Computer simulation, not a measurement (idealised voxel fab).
You're looking at the process module voxel self aligned vias.
Shown is cross-section cut, with a width of 205 nm and square cells of size 5 nm.
In this document a cross-section is written as a grid of square cells. It is given as a series of bands, listed from the top down, and a band is one or more rows of cells. Heights first: top, then bottom, in nm. Then materials, left to right, each with a width in nm. "full width" on a single material: fills the band edge to edge. "air": empty space. Heights are measured from 0, the level below which the as-received wafer is all one material; the lowest band has no bottom and continues downward, written as in "0 -> down". Note: "30->40" means the width goes from the first number (top row of the band) to the second number (bottom row) in equal steps per row of cells. Where a step carries "same as before", the cross-section came out of it unchanged, cell for cell. You'll see "Enclosed void entries" listing empty spaces that have no way open to the top, as long as they're 8 cells or more; the notation is width x height at distance, where the distance is from the left edge, and all of it is in nm. Anything after a step's settings on that line? It's the simulator's own note about the step. Among the settings permitted on a step's line is "overlay nm"; applied to a step with a mask, it specifies the extent to which the mask lay to the right of its planned position, whereas a negative figure signifies a position to the left.

-- Planned process steps
1) RECEIVE | material Si
2) CONFORMAL_DEP | material SiO2 | thk nm 15
3) CONFORMAL_DEP | material SiCN | thk nm 5
4) DIRECTIONAL_DEP | material SiO2 | thk nm 20
5) PATTERN | tone open | mask id LINES | material resist | width nm 25 | pitch nm 60 | thk nm 20 | overlay nm 0
6) DIRECTIONAL_ETCH | etch materials SiO2 | depth nm 20
7) STRIP | etch materials resist
8) CONFORMAL_DEP | material TiN | thk nm 5
9) FILL_DEP | material Ru | thk nm 5
10) CMP | height nm 40
11) SELECTIVE_ETCH | etch materials W Ru TiN | depth nm 5
12) FILL_DEP | material SiN | thk nm 5
13) CMP | height nm 40
14) DIRECTIONAL_DEP | material SiO2 | thk nm 15
15) MASKED_ETCH | tone open | mask id VIAS | width nm 45 | pitch nm 60 | etch materials SiO2 | depth nm 15 | overlay nm 0
16) MASKED_ETCH | tone open | mask id VIAS | width nm 45 | pitch nm 60 | etch materials SiN | depth nm 5 | overlay nm 0
17) CONFORMAL_DEP | material TiN | thk nm 5
18) FILL_DEP | material W | thk nm 5
19) CMP | height nm 55
20) CONFORMAL_DEP | material SiN | thk nm 5

-- First out of two wafers; run went to plan

-- Cross-section of the wafer as it came to us, i.e., already through step 1
> 0 -> down: Si full width
> Enclosed void entries: none

-- Wafer section view after processing step 2
> 15 -> 0: SiO2 full width
> Below a height of 0, the structure has not been altered.

-- Wafer section view after processing step 3
> 20 -> 15: SiCN full width
> Below a height of 15, the structure has not been altered.

-- Wafer section view after processing step 4
> 40 -> 20: SiO2 full width
> Below a height of 20, the structure has not been altered.

-- Wafer section view after processing step 5
> 60 -> 40: 30 of resist, then 25 of air, then 35 of resist, then 25 of air, then 35 of resist, then 25 of air, then 30 of resist
> Below a height of 40, the structure has not been altered.

-- Wafer section view after processing step 6
> 60 -> 40: 30 of resist, then 25 of air, then 35 of resist, then 25 of air, then 35 of resist, then 25 of air, then 30 of resist
> 40 -> 20: 30 of SiO2, then 25 of air, then 35 of SiO2, then 25 of air, then 35 of SiO2, then 25 of air, then 30 of SiO2
> Below a height of 20, the structure has not been altered.

-- Wafer section view after processing step 7
> 40 -> 20: 30 of SiO2, then 25 of air, then 35 of SiO2, then 25 of air, then 35 of SiO2, then 25 of air, then 30 of SiO2
> Below a height of 20, the structure has not been altered.

-- Wafer section view after processing step 8
> 45 -> 40: 35 of TiN, then 15 of air, then 45 of TiN, then 15 of air, then 45 of TiN, then 15 of air, then 35 of TiN
> 40 -> 25: 30 of SiO2, then 5 of TiN, then 15 of air, then 5 of TiN, then 35 of SiO2, then 5 of TiN, then 15 of air, then 5 of TiN, then 35 of SiO2, then 5 of TiN, then 15 of air, then 5 of TiN, then 30 of SiO2
> 25 -> 20: 30 of SiO2, then 25 of TiN, then 35 of SiO2, then 25 of TiN, then 35 of SiO2, then 25 of TiN, then 30 of SiO2
> Below a height of 20, the structure has not been altered.

-- Wafer section view after processing step 9
> 50 -> 45: Ru full width
> 45 -> 40: 35 of TiN, then 15 of Ru, then 45 of TiN, then 15 of Ru, then 45 of TiN, then 15 of Ru, then 35 of TiN
> 40 -> 25: 30 of SiO2, then 5 of TiN, then 15 of Ru, then 5 of TiN, then 35 of SiO2, then 5 of TiN, then 15 of Ru, then 5 of TiN, then 35 of SiO2, then 5 of TiN, then 15 of Ru, then 5 of TiN, then 30 of SiO2
> Below a height of 25, the structure has not been altered.

-- Wafer section view after processing step 10
> 40 -> 25: 30 of SiO2, then 5 of TiN, then 15 of Ru, then 5 of TiN, then 35 of SiO2, then 5 of TiN, then 15 of Ru, then 5 of TiN, then 35 of SiO2, then 5 of TiN, then 15 of Ru, then 5 of TiN, then 30 of SiO2
> Below a height of 25, the structure has not been altered.

-- Wafer section view after processing step 11
> 40 -> 35: 30 of SiO2, then 25 of air, then 35 of SiO2, then 25 of air, then 35 of SiO2, then 25 of air, then 30 of SiO2
> Below a height of 35, the structure has not been altered.

-- Wafer section view after processing step 12
> 45 -> 40: SiN full width
> 40 -> 35: 30 of SiO2, then 25 of SiN, then 35 of SiO2, then 25 of SiN, then 35 of SiO2, then 25 of SiN, then 30 of SiO2
> Below a height of 35, the structure has not been altered.

-- Wafer section view after processing step 13
> 40 -> 35: 30 of SiO2, then 25 of SiN, then 35 of SiO2, then 25 of SiN, then 35 of SiO2, then 25 of SiN, then 30 of SiO2
> Below a height of 35, the structure has not been altered.

-- Wafer section view after processing step 14
> 55 -> 40: SiO2 full width
> Below a height of 40, the structure has not been altered.

-- Wafer section view after processing step 15
> 55 -> 40: 20 of SiO2, then 45 of air, then 15 of SiO2, then 45 of air, then 15 of SiO2, then 45 of air, then 20 of SiO2
> Below a height of 40, the structure has not been altered.

-- Wafer section view after processing step 16
> 55 -> 40: 20 of SiO2, then 45 of air, then 15 of SiO2, then 45 of air, then 15 of SiO2, then 45 of air, then 20 of SiO2
> 40 -> 35: 30 of SiO2, then 25 of air, then 35 of SiO2, then 25 of air, then 35 of SiO2, then 25 of air, then 30 of SiO2
> Below a height of 35, the structure has not been altered.

-- Wafer section view after processing step 17
> 60 -> 55: 25 of TiN, then 35 of air, then 25 of TiN, then 35 of air, then 25 of TiN, then 35 of air, then 25 of TiN
> 55 -> 45: 20 of SiO2, then 5 of TiN, then 35 of air, then 5 of TiN, then 15 of SiO2, then 5 of TiN, then 35 of air, then 5 of TiN, then 15 of SiO2, then 5 of TiN, then 35 of air, then 5 of TiN, then 20 of SiO2
> 45 -> 40: 20 of SiO2, then 15 of TiN, then 15 of air, then 15 of TiN, then 15 of SiO2, then 15 of TiN, then 15 of air, then 15 of TiN, then 15 of SiO2, then 15 of TiN, then 15 of air, then 15 of TiN, then 20 of SiO2
> 40 -> 35: 30 of SiO2, then 25 of TiN, then 35 of SiO2, then 25 of TiN, then 35 of SiO2, then 25 of TiN, then 30 of SiO2
> Below a height of 35, the structure has not been altered.

-- Wafer section view after processing step 18
> 65 -> 60: W full width
> 60 -> 55: 25 of TiN, then 35 of W, then 25 of TiN, then 35 of W, then 25 of TiN, then 35 of W, then 25 of TiN
> 55 -> 45: 20 of SiO2, then 5 of TiN, then 35 of W, then 5 of TiN, then 15 of SiO2, then 5 of TiN, then 35 of W, then 5 of TiN, then 15 of SiO2, then 5 of TiN, then 35 of W, then 5 of TiN, then 20 of SiO2
> 45 -> 40: 20 of SiO2, then 15 of TiN, then 15 of W, then 15 of TiN, then 15 of SiO2, then 15 of TiN, then 15 of W, then 15 of TiN, then 15 of SiO2, then 15 of TiN, then 15 of W, then 15 of TiN, then 20 of SiO2
> Below a height of 40, the structure has not been altered.

-- Wafer section view after processing step 19
> 55 -> 45: 20 of SiO2, then 5 of TiN, then 35 of W, then 5 of TiN, then 15 of SiO2, then 5 of TiN, then 35 of W, then 5 of TiN, then 15 of SiO2, then 5 of TiN, then 35 of W, then 5 of TiN, then 20 of SiO2
> Below a height of 45, the structure has not been altered.

-- Wafer section view after processing step 20
> 60 -> 55: SiN full width
> Below a height of 55, the structure has not been altered.

-- second wafer: like start, like plan, one mistake. Through step 1 it matches the first wafer

-- What the second wafer looks like in cross-section when step 2 should have wrapped up
> 5 -> 0: SiCN full width
> Below a height of 0, the structure has not been altered.

-- What the second wafer looks like in cross-section when step 3 should have wrapped up
> 20 -> 5: SiO2 full width
> Below a height of 5, the structure has not been altered.

-- What the second wafer looks like in cross-section when step 4 should have wrapped up
> 40 -> 5: SiO2 full width
> Below a height of 5, the structure has not been altered.

-- What the second wafer looks like in cross-section when step 5 should have wrapped up
> 60 -> 40: 30 of resist, then 25 of air, then 35 of resist, then 25 of air, then 35 of resist, then 25 of air, then 30 of resist
> Below a height of 40, the structure has not been altered.

-- What the second wafer looks like in cross-section when step 6 should have wrapped up
> 60 -> 40: 30 of resist, then 25 of air, then 35 of resist, then 25 of air, then 35 of resist, then 25 of air, then 30 of resist
> 40 -> 20: 30 of SiO2, then 25 of air, then 35 of SiO2, then 25 of air, then 35 of SiO2, then 25 of air, then 30 of SiO2
> Below a height of 20, the structure has not been altered.

-- What the second wafer looks like in cross-section when step 7 should have wrapped up
> 40 -> 20: 30 of SiO2, then 25 of air, then 35 of SiO2, then 25 of air, then 35 of SiO2, then 25 of air, then 30 of SiO2
> Below a height of 20, the structure has not been altered.

-- What the second wafer looks like in cross-section when step 8 should have wrapped up
> 45 -> 40: 35 of TiN, then 15 of air, then 45 of TiN, then 15 of air, then 45 of TiN, then 15 of air, then 35 of TiN
> 40 -> 25: 30 of SiO2, then 5 of TiN, then 15 of air, then 5 of TiN, then 35 of SiO2, then 5 of TiN, then 15 of air, then 5 of TiN, then 35 of SiO2, then 5 of TiN, then 15 of air, then 5 of TiN, then 30 of SiO2
> 25 -> 20: 30 of SiO2, then 25 of TiN, then 35 of SiO2, then 25 of TiN, then 35 of SiO2, then 25 of TiN, then 30 of SiO2
> Below a height of 20, the structure has not been altered.

-- What the second wafer looks like in cross-section when step 9 should have wrapped up
> 50 -> 45: Ru full width
> 45 -> 40: 35 of TiN, then 15 of Ru, then 45 of TiN, then 15 of Ru, then 45 of TiN, then 15 of Ru, then 35 of TiN
> 40 -> 25: 30 of SiO2, then 5 of TiN, then 15 of Ru, then 5 of TiN, then 35 of SiO2, then 5 of TiN, then 15 of Ru, then 5 of TiN, then 35 of SiO2, then 5 of TiN, then 15 of Ru, then 5 of TiN, then 30 of SiO2
> Below a height of 25, the structure has not been altered.

-- What the second wafer looks like in cross-section when step 10 should have wrapped up
> 40 -> 25: 30 of SiO2, then 5 of TiN, then 15 of Ru, then 5 of TiN, then 35 of SiO2, then 5 of TiN, then 15 of Ru, then 5 of TiN, then 35 of SiO2, then 5 of TiN, then 15 of Ru, then 5 of TiN, then 30 of SiO2
> Below a height of 25, the structure has not been altered.

-- What the second wafer looks like in cross-section when step 11 should have wrapped up
> 40 -> 35: 30 of SiO2, then 25 of air, then 35 of SiO2, then 25 of air, then 35 of SiO2, then 25 of air, then 30 of SiO2
> Below a height of 35, the structure has not been altered.

-- What the second wafer looks like in cross-section when step 12 should have wrapped up
> 45 -> 40: SiN full width
> 40 -> 35: 30 of SiO2, then 25 of SiN, then 35 of SiO2, then 25 of SiN, then 35 of SiO2, then 25 of SiN, then 30 of SiO2
> Below a height of 35, the structure has not been altered.

-- What the second wafer looks like in cross-section when step 13 should have wrapped up
> 40 -> 35: 30 of SiO2, then 25 of SiN, then 35 of SiO2, then 25 of SiN, then 35 of SiO2, then 25 of SiN, then 30 of SiO2
> Below a height of 35, the structure has not been altered.

-- What the second wafer looks like in cross-section when step 14 should have wrapped up
> 55 -> 40: SiO2 full width
> Below a height of 40, the structure has not been altered.

-- What the second wafer looks like in cross-section when step 15 should have wrapped up
> 55 -> 40: 20 of SiO2, then 45 of air, then 15 of SiO2, then 45 of air, then 15 of SiO2, then 45 of air, then 20 of SiO2
> Below a height of 40, the structure has not been altered.

-- What the second wafer looks like in cross-section when step 16 should have wrapped up
> 55 -> 40: 20 of SiO2, then 45 of air, then 15 of SiO2, then 45 of air, then 15 of SiO2, then 45 of air, then 20 of SiO2
> 40 -> 35: 30 of SiO2, then 25 of air, then 35 of SiO2, then 25 of air, then 35 of SiO2, then 25 of air, then 30 of SiO2
> Below a height of 35, the structure has not been altered.

-- What the second wafer looks like in cross-section when step 17 should have wrapped up
> 60 -> 55: 25 of TiN, then 35 of air, then 25 of TiN, then 35 of air, then 25 of TiN, then 35 of air, then 25 of TiN
> 55 -> 45: 20 of SiO2, then 5 of TiN, then 35 of air, then 5 of TiN, then 15 of SiO2, then 5 of TiN, then 35 of air, then 5 of TiN, then 15 of SiO2, then 5 of TiN, then 35 of air, then 5 of TiN, then 20 of SiO2
> 45 -> 40: 20 of SiO2, then 15 of TiN, then 15 of air, then 15 of TiN, then 15 of SiO2, then 15 of TiN, then 15 of air, then 15 of TiN, then 15 of SiO2, then 15 of TiN, then 15 of air, then 15 of TiN, then 20 of SiO2
> 40 -> 35: 30 of SiO2, then 25 of TiN, then 35 of SiO2, then 25 of TiN, then 35 of SiO2, then 25 of TiN, then 30 of SiO2
> Below a height of 35, the structure has not been altered.

-- What the second wafer looks like in cross-section when step 18 should have wrapped up
> 65 -> 60: W full width
> 60 -> 55: 25 of TiN, then 35 of W, then 25 of TiN, then 35 of W, then 25 of TiN, then 35 of W, then 25 of TiN
> 55 -> 45: 20 of SiO2, then 5 of TiN, then 35 of W, then 5 of TiN, then 15 of SiO2, then 5 of TiN, then 35 of W, then 5 of TiN, then 15 of SiO2, then 5 of TiN, then 35 of W, then 5 of TiN, then 20 of SiO2
> 45 -> 40: 20 of SiO2, then 15 of TiN, then 15 of W, then 15 of TiN, then 15 of SiO2, then 15 of TiN, then 15 of W, then 15 of TiN, then 15 of SiO2, then 15 of TiN, then 15 of W, then 15 of TiN, then 20 of SiO2
> Below a height of 40, the structure has not been altered.

-- What the second wafer looks like in cross-section when step 19 should have wrapped up
> 55 -> 45: 20 of SiO2, then 5 of TiN, then 35 of W, then 5 of TiN, then 15 of SiO2, then 5 of TiN, then 35 of W, then 5 of TiN, then 15 of SiO2, then 5 of TiN, then 35 of W, then 5 of TiN, then 20 of SiO2
> Below a height of 45, the structure has not been altered.

-- What the second wafer looks like in cross-section when step 20 should have wrapped up
> 60 -> 55: SiN full width
> Below a height of 55, the structure has not been altered.
What was the processing mistake? the executed order of steps 2 and 3 is the reverse of that specified in the plan, each step having taken the other's position
In the final comparison it is observed that the number of cells assigned to each material is identical for the two wafers, whereas their placement is not.
